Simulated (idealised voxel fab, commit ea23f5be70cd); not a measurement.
You're looking at the process module voxel air gaps.
The width of the displayed cross-section, cut, is 265 nm; its cells are square, with a size of 5 nm.
Cross-section, as written here: a square-cell grid given band by band from the top down, where a band holds one or more rows of cells.
A band entry consists of two parts. The first gives the height of the band's top and the height of its bottom, in nm. The rest lists the band's materials from left to right, each with its width in nm. A single material labelled with the word "all across" fills the band from edge to edge, and the word "empty" marks empty space.
Height reference: 0 = level under which incoming wafer is all one material. Lowest band: no bottom, runs on downward, e.g. "top 0, no bottom".
The width entry "30 to 40" should be interpreted row by row: the top row of cells in the band takes the first number, the bottom row takes the second number, and the change between adjacent rows is uniform throughout.
"no alterations made" means the step left every cell of the cross-section as it was.
You'll see "Closed empty spaces" listing empty spaces that have no way open to the top, as long as they're 8 cells or more; the notation is width x height at distance, where the distance is from the left edge, and all of it is in nm.
Where a step's line continues beyond its settings, the continuation is a remark by the simulator itself on that step.
overlay nm, on a step with a mask: how far to the right of its planned place the mask lay; to the left if negative
Reading guide: pairs of cross-sections, before and after one process step; after view cut off at lowest changed band; step and settings listed under each pair. Pairs may stem from different runs of this module on the same starting wafer; continuity with the pair above only where the "Pre-process" entry states it.

## Pre-process
top 0, no bottom  Si all across
Closed empty spaces: none

## Post-Step Cross-Section
top 10, bottom 0  SiO2 all across
Below 0 it's all the same as before, nothing changed down there.
Closed empty spaces: none
The before and after cross-sections above differ by one step: CONFORMAL_DEP, material SiO2, thk nm 10

Pre-process: This step starts from the configuration shown after the step in the pair immediately above.

## Post-Step Cross-Section
top 15, bottom 10  SiN all across
Below 10 it's all the same as before, nothing changed down there.
Closed empty spaces: none
The before and after cross-sections above differ by one step: CONFORMAL_DEP, material SiN, thk nm 5

Pre-process: This step starts from the configuration shown after the step in the pair immediately above.

## Post-Step Cross-Section
top 45, bottom 15  lowk all across
Below 15 it's all the same as before, nothing changed down there.
Closed empty spaces: none
The before and after cross-sections above differ by one step: DIRECTIONAL_DEP, material lowk, thk nm 30

Pre-process: This step starts from the configuration shown after the step in the pair immediately above.

## Post-Step Cross-Section
top 60, bottom 45  resist 45 nm, then empty 25 nm, then resist 25 nm, then empty 25 nm, then resist 25 nm, then empty 25 nm, then resist 25 nm, then empty 25 nm, then resist 45 nm
Below 45 it's all the same as before, nothing changed down there.
Closed empty spaces: none
The before and after cross-sections above differ by one step: PATTERN, tone open, mask id LINES, material resist, width nm 25, pitch nm 50, thk nm 15, overlay nm 0

Pre-process: This step starts from the configuration shown after the step in the pair immediately above.

## Post-Step Cross-Section
top 60, bottom 45  resist 45 nm, then empty 25 nm, then resist 25 nm, then empty 25 nm, then resist 25 nm, then empty 25 nm, then resist 25 nm, then empty 25 nm, then resist 45 nm
top 45, bottom 15  lowk 45 nm, then empty 25 nm, then lowk 25 nm, then empty 25 nm, then lowk 25 nm, then empty 25 nm, then lowk 25 nm, then empty 25 nm, then lowk 45 nm
Below 15 it's all the same as before, nothing changed down there.
Closed empty spaces: none
The before and after cross-sections above differ by one step: DIRECTIONAL_ETCH, etch materials lowk, depth nm 30

Pre-process: This step starts from the configuration shown after the step in the pair immediately above.

## Post-Step Cross-Section
top 45, bottom 15  lowk 45 nm, then empty 25 nm, then lowk 25 nm, then empty 25 nm, then lowk 25 nm, then empty 25 nm, then lowk 25 nm, then empty 25 nm, then lowk 45 nm
Below 15 it's all the same as before, nothing changed down there.
Closed empty spaces: none
The before and after cross-sections above differ by one step: STRIP, etch materials resist

Pre-process: This step starts from the configuration shown after the step in the pair immediately above.

## Post-Step Cross-Section
top 50, bottom 45  TiN 50 nm, then empty 15 nm, then TiN 35 nm, then empty 15 nm, then TiN 35 nm, then empty 15 nm, then TiN 35 nm, then empty 15 nm, then TiN 50 nm
top 45, bottom 20  lowk 45 nm, then TiN 5 nm, then empty 15 nm, then TiN 5 nm, then lowk 25 nm, then TiN 5 nm, then empty 15 nm, then TiN 5 nm, then lowk 25 nm, then TiN 5 nm, then empty 15 nm, then TiN 5 nm, then lowk 25 nm, then TiN 5 nm, then empty 15 nm, then TiN 5 nm, then lowk 45 nm
top 20, bottom 15  lowk 45 nm, then TiN 25 nm, then lowk 25 nm, then TiN 25 nm, then lowk 25 nm, then TiN 25 nm, then lowk 25 nm, then TiN 25 nm, then lowk 45 nm
Below 15 it's all the same as before, nothing changed down there.
Closed empty spaces: none
The before and after cross-sections above differ by one step: CONFORMAL_DEP, material TiN, thk nm 5

Pre-process: This step starts from the configuration shown after the step in the pair immediately above.

## Post-Step Cross-Section
top 60, bottom 50  Ru all across
top 50, bottom 45  TiN 50 nm, then Ru 15 nm, then TiN 35 nm, then Ru 15 nm, then TiN 35 nm, then Ru 15 nm, then TiN 35 nm, then Ru 15 nm, then TiN 50 nm
top 45, bottom 20  lowk 45 nm, then TiN 5 nm, then Ru 15 nm, then TiN 5 nm, then lowk 25 nm, then TiN 5 nm, then Ru 15 nm, then TiN 5 nm, then lowk 25 nm, then TiN 5 nm, then Ru 15 nm, then TiN 5 nm, then lowk 25 nm, then TiN 5 nm, then Ru 15 nm, then TiN 5 nm, then lowk 45 nm
Below 20 it's all the same as before, nothing changed down there.
Closed empty spaces: none
The before and after cross-sections above differ by one step: FILL_DEP, material Ru, thk nm 10

Pre-process: This step starts from the configuration shown after the step in the pair immediately above.

## Post-Step Cross-Section
top 45, bottom 20  lowk 45 nm, then TiN 5 nm, then Ru 15 nm, then TiN 5 nm, then lowk 25 nm, then TiN 5 nm, then Ru 15 nm, then TiN 5 nm, then lowk 25 nm, then TiN 5 nm, then Ru 15 nm, then TiN 5 nm, then lowk 25 nm, then TiN 5 nm, then Ru 15 nm, then TiN 5 nm, then lowk 45 nm
Below 20 it's all the same as before, nothing changed down there.
Closed empty spaces: none
The before and after cross-sections above differ by one step: CMP, height nm 45

Pre-process: This step starts from the configuration shown after the step in the pair immediately above.

## Post-Step Cross-Section
top 55, bottom 45  empty 35 nm, then Ru 45 nm, then empty 5 nm, then Ru 45 nm, then empty 5 nm, then Ru 45 nm, then empty 5 nm, then Ru 45 nm, then empty 35 nm
Below 45 it's all the same as before, nothing changed down there.
Closed empty spaces: none
The before and after cross-sections above differ by one step: EPI, material Ru, thk nm 10

Pre-process: This step starts from the configuration shown after the step in the pair immediately above.

## Post-Step Cross-Section
top 55, bottom 45  empty 35 nm, then Ru 45 nm, then empty 5 nm, then Ru 45 nm, then empty 5 nm, then Ru 45 nm, then empty 5 nm, then Ru 45 nm, then empty 35 nm
top 45, bottom 20  empty 45 nm, then TiN 5 nm, then Ru 15 nm, then TiN 5 nm, then empty 25 nm, then TiN 5 nm, then Ru 15 nm, then TiN 5 nm, then empty 25 nm, then TiN 5 nm, then Ru 15 nm, then TiN 5 nm, then empty 25 nm, then TiN 5 nm, then Ru 15 nm, then TiN 5 nm, then empty 45 nm
top 20, bottom 15  empty 45 nm, then TiN 25 nm, then empty 25 nm, then TiN 25 nm, then empty 25 nm, then TiN 25 nm, then empty 25 nm, then TiN 25 nm, then empty 45 nm
Below 15 it's all the same as before, nothing changed down there.
Closed empty spaces: none
The before and after cross-sections above differ by one step: SELECTIVE_ETCH, etch materials lowk, depth nm 40

Pre-process: This step starts from the configuration shown after the step in the pair immediately above.

## Post-Step Cross-Section
top 60, bottom 55  empty 30 nm, then SiCN 205 nm, then empty 30 nm
top 55, bottom 45  empty 30 nm, then SiCN 5 nm, then Ru 45 nm, then SiCN 5 nm, then Ru 45 nm, then SiCN 5 nm, then Ru 45 nm, then SiCN 5 nm, then Ru 45 nm, then SiCN 5 nm, then empty 30 nm
top 45, bottom 40  empty 30 nm, then SiCN 15 nm, then TiN 5 nm, then Ru 15 nm, then TiN 5 nm, then SiCN 25 nm, then TiN 5 nm, then Ru 15 nm, then TiN 5 nm, then SiCN 25 nm, then TiN 5 nm, then Ru 15 nm, then TiN 5 nm, then SiCN 25 nm, then TiN 5 nm, then Ru 15 nm, then TiN 5 nm, then SiCN 15 nm, then empty 30 nm
top 40, bottom 20  empty 40 nm, then SiCN 5 nm, then TiN 5 nm, then Ru 15 nm, then TiN 5 nm, then SiCN 5 nm, then empty 15 nm, then SiCN 5 nm, then TiN 5 nm, then Ru 15 nm, then TiN 5 nm, then SiCN 5 nm, then empty 15 nm, then SiCN 5 nm, then TiN 5 nm, then Ru 15 nm, then TiN 5 nm, then SiCN 5 nm, then empty 15 nm, then SiCN 5 nm, then TiN 5 nm, then Ru 15 nm, then TiN 5 nm, then SiCN 5 nm, then empty 40 nm
top 20, bottom 15  SiCN 45 nm, then TiN 25 nm, then SiCN 25 nm, then TiN 25 nm, then SiCN 25 nm, then TiN 25 nm, then SiCN 25 nm, then TiN 25 nm, then SiCN 45 nm
Below 15 it's all the same as before, nothing changed down there.
Closed empty spaces: 15 x 20 at 75; 15 x 20 at 125; 15 x 20 at 175
The before and after cross-sections above differ by one step: CONFORMAL_DEP, material SiCN, thk nm 5

## Pre-process
top 60, bottom 50  Ru all across
top 50, bottom 45  TiN 50 nm, then Ru 15 nm, then TiN 35 nm, then Ru 15 nm, then TiN 35 nm, then Ru 15 nm, then TiN 35 nm, then Ru 15 nm, then TiN 50 nm
top 45, bottom 20  lowk 45 nm, then TiN 5 nm, then Ru 15 nm, then TiN 5 nm, then lowk 25 nm, then TiN 5 nm, then Ru 15 nm, then TiN 5 nm, then lowk 25 nm, then TiN 5 nm, then Ru 15 nm, then TiN 5 nm, then lowk 25 nm, then TiN 5 nm, then Ru 15 nm, then TiN 5 nm, then lowk 45 nm
top 20, bottom 15  lowk 45 nm, then TiN 25 nm, then lowk 25 nm, then TiN 25 nm, then lowk 25 nm, then TiN 25 nm, then lowk 25 nm, then TiN 25 nm, then lowk 45 nm
top 15, bottom 10  SiN all across
top 10, bottom 0  SiO2 all across
top 0, no bottom  Si all across
Closed empty spaces: none

## Post-Step Cross-Section
top 70, bottom 50  Ru all across
Below 50 it's all the same as before, nothing changed down there.
Closed empty spaces: none
The before and after cross-sections above differ by one step: EPI, material Ru, thk nm 10

Pre-process: This step starts from the configuration shown after the step in the pair immediately above.

## Post-Step Cross-Section
top 75, bottom 70  SiCN all across
Below 70 it's all the same as before, nothing changed down there.
Closed empty spaces: none
The before and after cross-sections above differ by one step: CONFORMAL_DEP, material SiCN, thk nm 5

## Pre-process
top 55, bottom 45  empty 35 nm, then Ru 45 nm, then empty 5 nm, then Ru 45 nm, then empty 5 nm, then Ru 45 nm, then empty 5 nm, then Ru 45 nm, then empty 35 nm
top 45, bottom 20  lowk 45 nm, then TiN 5 nm, then Ru 15 nm, then TiN 5 nm, then lowk 25 nm, then TiN 5 nm, then Ru 15 nm, then TiN 5 nm, then lowk 25 nm, then TiN 5 nm, then Ru 15 nm, then TiN 5 nm, then lowk 25 nm, then TiN 5 nm, then Ru 15 nm, then TiN 5 nm, then lowk 45 nm
top 20, bottom 15  lowk 45 nm, then TiN 25 nm, then lowk 25 nm, then TiN 25 nm, then lowk 25 nm, then TiN 25 nm, then lowk 25 nm, then TiN 25 nm, then lowk 45 nm
top 15, bottom 10  SiN all across
top 10, bottom 0  SiO2 all across
top 0, no bottom  Si all across
Closed empty spaces: none

## Post-Step Cross-Section
top 65, bottom 45  empty 25 nm, then Ru 215 nm, then empty 25 nm
Below 45 it's all the same as before, nothing changed down there.
Closed empty spaces: none
The before and after cross-sections above differ by one step: EPI, material Ru, thk nm 10

Pre-process: This step starts from the configuration shown after the step in the pair immediately above.

## Post-Step Cross-Section
top 65, bottom 45  empty 25 nm, then Ru 215 nm, then empty 25 nm
top 45, bottom 20  empty 45 nm, then TiN 5 nm, then Ru 15 nm, then TiN 5 nm, then lowk 25 nm, then TiN 5 nm, then Ru 15 nm, then TiN 5 nm, then lowk 25 nm, then TiN 5 nm, then Ru 15 nm, then TiN 5 nm, then lowk 25 nm, then TiN 5 nm, then Ru 15 nm, then TiN 5 nm, then empty 45 nm
top 20, bottom 15  empty 45 nm, then TiN 25 nm, then lowk 25 nm, then TiN 25 nm, then lowk 25 nm, then TiN 25 nm, then lowk 25 nm, then TiN 25 nm, then empty 45 nm
Below 15 it's all the same as before, nothing changed down there.
Closed empty spaces: none
The before and after cross-sections above differ by one step: SELECTIVE_ETCH, etch materials lowk, depth nm 40

Pre-process: This step starts from the configuration shown after the step in the pair immediately above.

## Post-Step Cross-Section
top 70, bottom 65  empty 20 nm, then SiCN 225 nm, then empty 20 nm
top 65, bottom 45  empty 20 nm, then SiCN 5 nm, then Ru 215 nm, then SiCN 5 nm, then empty 20 nm
top 45, bottom 40  empty 20 nm, then SiCN 25 nm, then TiN 5 nm, then Ru 15 nm, then TiN 5 nm, then lowk 25 nm, then TiN 5 nm, then Ru 15 nm, then TiN 5 nm, then lowk 25 nm, then TiN 5 nm, then Ru 15 nm, then TiN 5 nm, then lowk 25 nm, then TiN 5 nm, then Ru 15 nm, then TiN 5 nm, then SiCN 25 nm, then empty 20 nm
top 40, bottom 20  empty 40 nm, then SiCN 5 nm, then TiN 5 nm, then Ru 15 nm, then TiN 5 nm, then lowk 25 nm, then TiN 5 nm, then Ru 15 nm, then TiN 5 nm, then lowk 25 nm, then TiN 5 nm, then Ru 15 nm, then TiN 5 nm, then lowk 25 nm, then TiN 5 nm, then Ru 15 nm, then TiN 5 nm, then SiCN 5 nm, then empty 40 nm
top 20, bottom 15  SiCN 45 nm, then TiN 25 nm, then lowk 25 nm, then TiN 25 nm, then lowk 25 nm, then TiN 25 nm, then lowk 25 nm, then TiN 25 nm, then SiCN 45 nm
Below 15 it's all the same as before, nothing changed down there.
Closed empty spaces: none
The before and after cross-sections above differ by one step: CONFORMAL_DEP, material SiCN, thk nm 5

## Pre-process
top 0, no bottom  Si all across
Closed empty spaces: none

## Post-Step Cross-Section
top 5, bottom 0  SiN all across
Below 0 it's all the same as before, nothing changed down there.
Closed empty spaces: none
The before and after cross-sections above differ by one step: CONFORMAL_DEP, material SiN, thk nm 5

Pre-process: This step starts from the configuration shown after the step in the pair immediately above.

## Post-Step Cross-Section
top 15, bottom 5  SiO2 all across
Below 5 it's all the same as before, nothing changed down there.
Closed empty spaces: none
The before and after cross-sections above differ by one step: CONFORMAL_DEP, material SiO2, thk nm 10

Pre-process: This step starts from the configuration shown after the step in the pair immediately above.

## Post-Step Cross-Section
top 45, bottom 15  lowk all across
Below 15 it's all the same as before, nothing changed down there.
Closed empty spaces: none
The before and after cross-sections above differ by one step: DIRECTIONAL_DEP, material lowk, thk nm 30

Pre-process: This step starts from the configuration shown after the step in the pair immediately above.

## Post-Step Cross-Section
top 60, bottom 45  resist 45 nm, then empty 25 nm, then resist 25 nm, then empty 25 nm, then resist 25 nm, then empty 25 nm, then resist 25 nm, then empty 25 nm, then resist 45 nm
Below 45 it's all the same as before, nothing changed down there.
Closed empty spaces: none
The before and after cross-sections above differ by one step: PATTERN, tone open, mask id LINES, material resist, width nm 25, pitch nm 50, thk nm 15, overlay nm 0

Pre-process: This step starts from the configuration shown after the step in the pair immediately above.

## Post-Step Cross-Section
top 60, bottom 45  resist 45 nm, then empty 25 nm, then resist 25 nm, then empty 25 nm, then resist 25 nm, then empty 25 nm, then resist 25 nm, then empty 25 nm, then resist 45 nm
top 45, bottom 15  lowk 45 nm, then empty 25 nm, then lowk 25 nm, then empty 25 nm, then lowk 25 nm, then empty 25 nm, then lowk 25 nm, then empty 25 nm, then lowk 45 nm
Below 15 it's all the same as before, nothing changed down there.
Closed empty spaces: none
The before and after cross-sections above differ by one step: DIRECTIONAL_ETCH, etch materials lowk, depth nm 30

Pre-process: This step starts from the configuration shown after the step in the pair immediately above.

## Post-Step Cross-Section
top 45, bottom 15  lowk 45 nm, then empty 25 nm, then lowk 25 nm, then empty 25 nm, then lowk 25 nm, then empty 25 nm, then lowk 25 nm, then empty 25 nm, then lowk 45 nm
Below 15 it's all the same as before, nothing changed down there.
Closed empty spaces: none
The before and after cross-sections above differ by one step: STRIP, etch materials resist

Pre-process: This step starts from the configuration shown after the step in the pair immediately above.

## Post-Step Cross-Section
top 50, bottom 45  TiN 50 nm, then empty 15 nm, then TiN 35 nm, then empty 15 nm, then TiN 35 nm, then empty 15 nm, then TiN 35 nm, then empty 15 nm, then TiN 50 nm
top 45, bottom 20  lowk 45 nm, then TiN 5 nm, then empty 15 nm, then TiN 5 nm, then lowk 25 nm, then TiN 5 nm, then empty 15 nm, then TiN 5 nm, then lowk 25 nm, then TiN 5 nm, then empty 15 nm, then TiN 5 nm, then lowk 25 nm, then TiN 5 nm, then empty 15 nm, then TiN 5 nm, then lowk 45 nm
top 20, bottom 15  lowk 45 nm, then TiN 25 nm, then lowk 25 nm, then TiN 25 nm, then lowk 25 nm, then TiN 25 nm, then lowk 25 nm, then TiN 25 nm, then lowk 45 nm
Below 15 it's all the same as before, nothing changed down there.
Closed empty spaces: none
The before and after cross-sections above differ by one step: CONFORMAL_DEP, material TiN, thk nm 5

Pre-process: This step starts from the configuration shown after the step in the pair immediately above.

## Post-Step Cross-Section
top 60, bottom 50  Ru all across
top 50, bottom 45  TiN 50 nm, then Ru 15 nm, then TiN 35 nm, then Ru 15 nm, then TiN 35 nm, then Ru 15 nm, then TiN 35 nm, then Ru 15 nm, then TiN 50 nm
top 45, bottom 20  lowk 45 nm, then TiN 5 nm, then Ru 15 nm, then TiN 5 nm, then lowk 25 nm, then TiN 5 nm, then Ru 15 nm, then TiN 5 nm, then lowk 25 nm, then TiN 5 nm, then Ru 15 nm, then TiN 5 nm, then lowk 25 nm, then TiN 5 nm, then Ru 15 nm, then TiN 5 nm, then lowk 45 nm
Below 20 it's all the same as before, nothing changed down there.
Closed empty spaces: none
The before and after cross-sections above differ by one step: FILL_DEP, material Ru, thk nm 10

Pre-process: This step starts from the configuration shown after the step in the pair immediately above.

## Post-Step Cross-Section
top 45, bottom 20  lowk 45 nm, then TiN 5 nm, then Ru 15 nm, then TiN 5 nm, then lowk 25 nm, then TiN 5 nm, then Ru 15 nm, then TiN 5 nm, then lowk 25 nm, then TiN 5 nm, then Ru 15 nm, then TiN 5 nm, then lowk 25 nm, then TiN 5 nm, then Ru 15 nm, then TiN 5 nm, then lowk 45 nm
Below 20 it's all the same as before, nothing changed down there.
Closed empty spaces: none
The before and after cross-sections above differ by one step: CMP, height nm 45

Pre-process: This step starts from the configuration shown after the step in the pair immediately above.

## Post-Step Cross-Section
top 55, bottom 45  empty 35 nm, then Ru 45 nm, then empty 5 nm, then Ru 45 nm, then empty 5 nm, then Ru 45 nm, then empty 5 nm, then Ru 45 nm, then empty 35 nm
Below 45 it's all the same as before, nothing changed down there.
Closed empty spaces: none
The before and after cross-sections above differ by one step: EPI, material Ru, thk nm 10

Pre-process: This step starts from the configuration shown after the step in the pair immediately above.

## Post-Step Cross-Section
top 55, bottom 45  empty 35 nm, then Ru 45 nm, then empty 5 nm, then Ru 45 nm, then empty 5 nm, then Ru 45 nm, then empty 5 nm, then Ru 45 nm, then empty 35 nm
top 45, bottom 20  empty 45 nm, then TiN 5 nm, then Ru 15 nm, then TiN 5 nm, then empty 25 nm, then TiN 5 nm, then Ru 15 nm, then TiN 5 nm, then empty 25 nm, then TiN 5 nm, then Ru 15 nm, then TiN 5 nm, then empty 25 nm, then TiN 5 nm, then Ru 15 nm, then TiN 5 nm, then empty 45 nm
top 20, bottom 15  empty 45 nm, then TiN 25 nm, then empty 25 nm, then TiN 25 nm, then empty 25 nm, then TiN 25 nm, then empty 25 nm, then TiN 25 nm, then empty 45 nm
Below 15 it's all the same as before, nothing changed down there.
Closed empty spaces: none
The before and after cross-sections above differ by one step: SELECTIVE_ETCH, etch materials lowk, depth nm 40

Pre-process: This step starts from the configuration shown after the step in the pair immediately above.

## Post-Step Cross-Section
top 60, bottom 55  empty 30 nm, then SiCN 205 nm, then empty 30 nm
top 55, bottom 45  empty 30 nm, then SiCN 5 nm, then Ru 45 nm, then SiCN 5 nm, then Ru 45 nm, then SiCN 5 nm, then Ru 45 nm, then SiCN 5 nm, then Ru 45 nm, then SiCN 5 nm, then empty 30 nm
top 45, bottom 40  empty 30 nm, then SiCN 15 nm, then TiN 5 nm, then Ru 15 nm, then TiN 5 nm, then SiCN 25 nm, then TiN 5 nm, then Ru 15 nm, then TiN 5 nm, then SiCN 25 nm, then TiN 5 nm, then Ru 15 nm, then TiN 5 nm, then SiCN 25 nm, then TiN 5 nm, then Ru 15 nm, then TiN 5 nm, then SiCN 15 nm, then empty 30 nm
top 40, bottom 20  empty 40 nm, then SiCN 5 nm, then TiN 5 nm, then Ru 15 nm, then TiN 5 nm, then SiCN 5 nm, then empty 15 nm, then SiCN 5 nm, then TiN 5 nm, then Ru 15 nm, then TiN 5 nm, then SiCN 5 nm, then empty 15 nm, then SiCN 5 nm, then TiN 5 nm, then Ru 15 nm, then TiN 5 nm, then SiCN 5 nm, then empty 15 nm, then SiCN 5 nm, then TiN 5 nm, then Ru 15 nm, then TiN 5 nm, then SiCN 5 nm, then empty 40 nm
top 20, bottom 15  SiCN 45 nm, then TiN 25 nm, then SiCN 25 nm, then TiN 25 nm, then SiCN 25 nm, then TiN 25 nm, then SiCN 25 nm, then TiN 25 nm, then SiCN 45 nm
Below 15 it's all the same as before, nothing changed down there.
Closed empty spaces: 15 x 20 at 75; 15 x 20 at 125; 15 x 20 at 175
The before and after cross-sections above differ by one step: CONFORMAL_DEP, material SiCN, thk nm 5

## Pre-process
top 15, bottom 10  SiN all across
top 10, bottom 0  SiO2 all across
top 0, no bottom  Si all across
Closed empty spaces: none

## Post-Step Cross-Section
top 40, bottom 15  lowk all across
Below 15 it's all the same as before, nothing changed down there.
Closed empty spaces: none
The before and after cross-sections above differ by one step: DIRECTIONAL_DEP, material lowk, thk nm 25

Pre-process: This step starts from the configuration shown after the step in the pair immediately above.

## Post-Step Cross-Section
top 55, bottom 40  resist 45 nm, then empty 25 nm, then resist 25 nm, then empty 25 nm, then resist 25 nm, then empty 25 nm, then resist 25 nm, then empty 25 nm, then resist 45 nm
Below 40 it's all the same as before, nothing changed down there.
Closed empty spaces: none
The before and after cross-sections above differ by one step: PATTERN, tone open, mask id LINES, material resist, width nm 25, pitch nm 50, thk nm 15, overlay nm 0

Pre-process: This step starts from the configuration shown after the step in the pair immediately above.

## Post-Step Cross-Section
top 55, bottom 40  resist 45 nm, then empty 25 nm, then resist 25 nm, then empty 25 nm, then resist 25 nm, then empty 25 nm, then resist 25 nm, then empty 25 nm, then resist 45 nm
top 40, bottom 15  lowk 45 nm, then empty 25 nm, then lowk 25 nm, then empty 25 nm, then lowk 25 nm, then empty 25 nm, then lowk 25 nm, then empty 25 nm, then lowk 45 nm
Below 15 it's all the same as before, nothing changed down there.
Closed empty spaces: none
The before and after cross-sections above differ by one step: DIRECTIONAL_ETCH, etch materials lowk, depth nm 30

Pre-process: This step starts from the configuration shown after the step in the pair immediately above.

## Post-Step Cross-Section
top 40, bottom 15  lowk 45 nm, then empty 25 nm, then lowk 25 nm, then empty 25 nm, then lowk 25 nm, then empty 25 nm, then lowk 25 nm, then empty 25 nm, then lowk 45 nm
Below 15 it's all the same as before, nothing changed down there.
Closed empty spaces: none
The before and after cross-sections above differ by one step: STRIP, etch materials resist

Pre-process: This step starts from the configuration shown after the step in the pair immediately above.

## Post-Step Cross-Section
top 45, bottom 40  TiN 50 nm, then empty 15 nm, then TiN 35 nm, then empty 15 nm, then TiN 35 nm, then empty 15 nm, then TiN 35 nm, then empty 15 nm, then TiN 50 nm
top 40, bottom 20  lowk 45 nm, then TiN 5 nm, then empty 15 nm, then TiN 5 nm, then lowk 25 nm, then TiN 5 nm, then empty 15 nm, then TiN 5 nm, then lowk 25 nm, then TiN 5 nm, then empty 15 nm, then TiN 5 nm, then lowk 25 nm, then TiN 5 nm, then empty 15 nm, then TiN 5 nm, then lowk 45 nm
top 20, bottom 15  lowk 45 nm, then TiN 25 nm, then lowk 25 nm, then TiN 25 nm, then lowk 25 nm, then TiN 25 nm, then lowk 25 nm, then TiN 25 nm, then lowk 45 nm
Below 15 it's all the same as before, nothing changed down there.
Closed empty spaces: none
The before and after cross-sections above differ by one step: CONFORMAL_DEP, material TiN, thk nm 5

Pre-process: This step starts from the configuration shown after the step in the pair immediately above.

## Post-Step Cross-Section
top 55, bottom 45  Ru all across
top 45, bottom 40  TiN 50 nm, then Ru 15 nm, then TiN 35 nm, then Ru 15 nm, then TiN 35 nm, then Ru 15 nm, then TiN 35 nm, then Ru 15 nm, then TiN 50 nm
top 40, bottom 20  lowk 45 nm, then TiN 5 nm, then Ru 15 nm, then TiN 5 nm, then lowk 25 nm, then TiN 5 nm, then Ru 15 nm, then TiN 5 nm, then lowk 25 nm, then TiN 5 nm, then Ru 15 nm, then TiN 5 nm, then lowk 25 nm, then TiN 5 nm, then Ru 15 nm, then TiN 5 nm, then lowk 45 nm
Below 20 it's all the same as before, nothing changed down there.
Closed empty spaces: none
The before and after cross-sections above differ by one step: FILL_DEP, material Ru, thk nm 10

Pre-process: This step starts from the configuration shown after the step in the pair immediately above.

## Post-Step Cross-Section
top 45, bottom 40  TiN 50 nm, then Ru 15 nm, then TiN 35 nm, then Ru 15 nm, then TiN 35 nm, then Ru 15 nm, then TiN 35 nm, then Ru 15 nm, then TiN 50 nm
Below 40 it's all the same as before, nothing changed down there.
Closed empty spaces: none
The before and after cross-sections above differ by one step: CMP, height nm 45

Pre-process: This step starts from the configuration shown after the step in the pair immediately above.

## Post-Step Cross-Section
top 55, bottom 45  Ru all across
Below 45 it's all the same as before, nothing changed down there.
Closed empty spaces: none
The before and after cross-sections above differ by one step: EPI, material Ru, thk nm 10

Pre-process: This step starts from the configuration shown after the step in the pair immediately above.

## Post-Step Cross-Section
top 60, bottom 55  SiCN all across
Below 55 it's all the same as before, nothing changed down there.
Closed empty spaces: none
The before and after cross-sections above differ by one step: CONFORMAL_DEP, material SiCN, thk nm 5

## Pre-process
top 45, bottom 15  lowk all across
top 15, bottom 10  SiN all across
top 10, bottom 0  SiO2 all across
top 0, no bottom  Si all across
Closed empty spaces: none

## Post-Step Cross-Section
top 60, bottom 45  resist 45 nm, then empty 30 nm, then resist 20 nm, then empty 30 nm, then resist 20 nm, then empty 30 nm, then resist 20 nm, then empty 30 nm, then resist 40 nm
Below 45 it's all the same as before, nothing changed down there.
Closed empty spaces: none
The before and after cross-sections above differ by one step: PATTERN, tone open, mask id LINES, material resist, width nm 30, pitch nm 50, thk nm 15, overlay nm 0

Pre-process: This step starts from the configuration shown after the step in the pair immediately above.

## Post-Step Cross-Section
top 60, bottom 45  resist 45 nm, then empty 30 nm, then resist 20 nm, then empty 30 nm, then resist 20 nm, then empty 30 nm, then resist 20 nm, then empty 30 nm, then resist 40 nm
top 45, bottom 15  lowk 45 nm, then empty 30 nm, then lowk 20 nm, then empty 30 nm, then lowk 20 nm, then empty 30 nm, then lowk 20 nm, then empty 30 nm, then lowk 40 nm
Below 15 it's all the same as before, nothing changed down there.
Closed empty spaces: none
The before and after cross-sections above differ by one step: DIRECTIONAL_ETCH, etch materials lowk, depth nm 30

Pre-process: This step starts from the configuration shown after the step in the pair immediately above.

## Post-Step Cross-Section
top 45, bottom 15  lowk 45 nm, then empty 30 nm, then lowk 20 nm, then empty 30 nm, then lowk 20 nm, then empty 30 nm, then lowk 20 nm, then empty 30 nm, then lowk 40 nm
Below 15 it's all the same as before, nothing changed down there.
Closed empty spaces: none
The before and after cross-sections above differ by one step: STRIP, etch materials resist

Pre-process: This step starts from the configuration shown after the step in the pair immediately above.

## Post-Step Cross-Section
top 50, bottom 45  TiN 50 nm, then empty 20 nm, then TiN 30 nm, then empty 20 nm, then TiN 30 nm, then empty 20 nm, then TiN 30 nm, then empty 20 nm, then TiN 45 nm
top 45, bottom 20  lowk 45 nm, then TiN 5 nm, then empty 20 nm, then TiN 5 nm, then lowk 20 nm, then TiN 5 nm, then empty 20 nm, then TiN 5 nm, then lowk 20 nm, then TiN 5 nm, then empty 20 nm, then TiN 5 nm, then lowk 20 nm, then TiN 5 nm, then empty 20 nm, then TiN 5 nm, then lowk 40 nm
top 20, bottom 15  lowk 45 nm, then TiN 30 nm, then lowk 20 nm, then TiN 30 nm, then lowk 20 nm, then TiN 30 nm, then lowk 20 nm, then TiN 30 nm, then lowk 40 nm
Below 15 it's all the same as before, nothing changed down there.
Closed empty spaces: none
The before and after cross-sections above differ by one step: CONFORMAL_DEP, material TiN, thk nm 5

Pre-process: This step starts from the configuration shown after the step in the pair immediately above.

## Post-Step Cross-Section
top 60, bottom 50  Ru all across
top 50, bottom 45  TiN 50 nm, then Ru 20 nm, then TiN 30 nm, then Ru 20 nm, then TiN 30 nm, then Ru 20 nm, then TiN 30 nm, then Ru 20 nm, then TiN 45 nm
top 45, bottom 20  lowk 45 nm, then TiN 5 nm, then Ru 20 nm, then TiN 5 nm, then lowk 20 nm, then TiN 5 nm, then Ru 20 nm, then TiN 5 nm, then lowk 20 nm, then TiN 5 nm, then Ru 20 nm, then TiN 5 nm, then lowk 20 nm, then TiN 5 nm, then Ru 20 nm, then TiN 5 nm, then lowk 40 nm
Below 20 it's all the same as before, nothing changed down there.
Closed empty spaces: none
The before and after cross-sections above differ by one step: FILL_DEP, material Ru, thk nm 10

Pre-process: This step starts from the configuration shown after the step in the pair immediately above.

## Post-Step Cross-Section
top 45, bottom 20  lowk 45 nm, then TiN 5 nm, then Ru 20 nm, then TiN 5 nm, then lowk 20 nm, then TiN 5 nm, then Ru 20 nm, then TiN 5 nm, then lowk 20 nm, then TiN 5 nm, then Ru 20 nm, then TiN 5 nm, then lowk 20 nm, then TiN 5 nm, then Ru 20 nm, then TiN 5 nm, then lowk 40 nm
Below 20 it's all the same as before, nothing changed down there.
Closed empty spaces: none
The before and after cross-sections above differ by one step: CMP, height nm 45

Pre-process: This step starts from the configuration shown after the step in the pair immediately above.

## Post-Step Cross-Section
top 55, bottom 45  empty 35 nm, then Ru 200 nm, then empty 30 nm
Below 45 it's all the same as before, nothing changed down there.
Closed empty spaces: none
The before and after cross-sections above differ by one step: EPI, material Ru, thk nm 10
